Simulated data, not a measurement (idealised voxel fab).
Process module heading - voxel ribs on slabs
We display cut, a cross-section 225 nm in width whose square cells are each 5 nm.
The cross-sections in this document take the form of a grid made of square cells. They are written out as bands, in order from top to bottom. Each band consists of one or more rows of cells.
Look at the band entry: it leads with the top's height and the bottom's height in nm. Then it lists the materials left to right, with a width in nm for each. The word "throughout" on a single material says that material fills the band edge to edge. The word "empty" is empty space.
Heads up on the height convention: 0 is the point under which the incoming wafer is all one material, and the lowest band has no bottom, it just keeps going down, like "0 and below".
Width "30 to 40": first value at the band's top row of cells, second value at its bottom row, equal change from row to row.
A step reported as "left unchanged" is a step in which no cell of the cross-section changed.
Enclosed internal voids: empty space of 8 cells or more with no open way to the top, each as width x height at its distance from the left edge, in nm
The remark found on a step's line after its settings is issued by the simulator itself and pertains to that step.
For masked steps, "overlay nm" on the step line gives how far right of plan the mask actually lay; a minus sign means it lay to the left.

The following list gives the planned process steps
1) RECEIVE (material Si)
2) DIRECTIONAL_DEP (material SiO2; thk nm 25)
3) DIRECTIONAL_DEP (material SiN; thk nm 15)
4) DIRECTIONAL_DEP (material aC; thk nm 15)
5) PATTERN (tone cover; mask id RIB; material resist; width nm 15; thk nm 35; overlay nm 0)
6) DIRECTIONAL_ETCH (etch materials aC; depth nm 15)
7) STRIP (etch materials resist)
8) DIRECTIONAL_ETCH (etch materials SiN; depth nm 10)
9) STRIP (etch materials aC)
10) MASKED_ETCH (tone cover; mask id SLAB; width nm 55; etch materials SiN; depth nm 5; overlay nm 0)
11) FILL_DEP (material SiO2; thk nm 20)
12) CMP (height nm 55)
13) DIRECTIONAL_DEP (material TiN; thk nm 5)
14) PATTERN (tone cover; mask id HEATER; material resist; width nm 25; thk nm 20; overlay nm 0)
15) DIRECTIONAL_ETCH (etch materials TiN; depth nm 5)
16) STRIP (etch materials resist)
17) CONFORMAL_DEP (material SiN; thk nm 10)

Wafer at receipt (post step 1), cross-section
	0 and below  Si throughout
	Enclosed internal voids: none

Cross-section, end of module. Start: as above. Plan: as above. Execution: one mistake
	70 down to 65  90 of empty / 45 of SiN / 90 of empty
	65 down to 60  SiN throughout
	60 down to 55  100 of SiN / 25 of TiN / 100 of SiN
	55 down to 40  SiO2 throughout
	40 down to 30  105 of SiO2 / 15 of SiN / 105 of SiO2
	30 down to 25  90 of SiO2 / 50 of SiN / 85 of SiO2
	25 down to 0  SiO2 throughout
	0 and below  Si throughout
	Enclosed internal voids: none
Here's what went sideways: step 10 off recipe, ran as MASKED_ETCH (tone cover; mask id SLAB; width nm 50; etch materials SiN; depth nm 5; overlay nm 0)
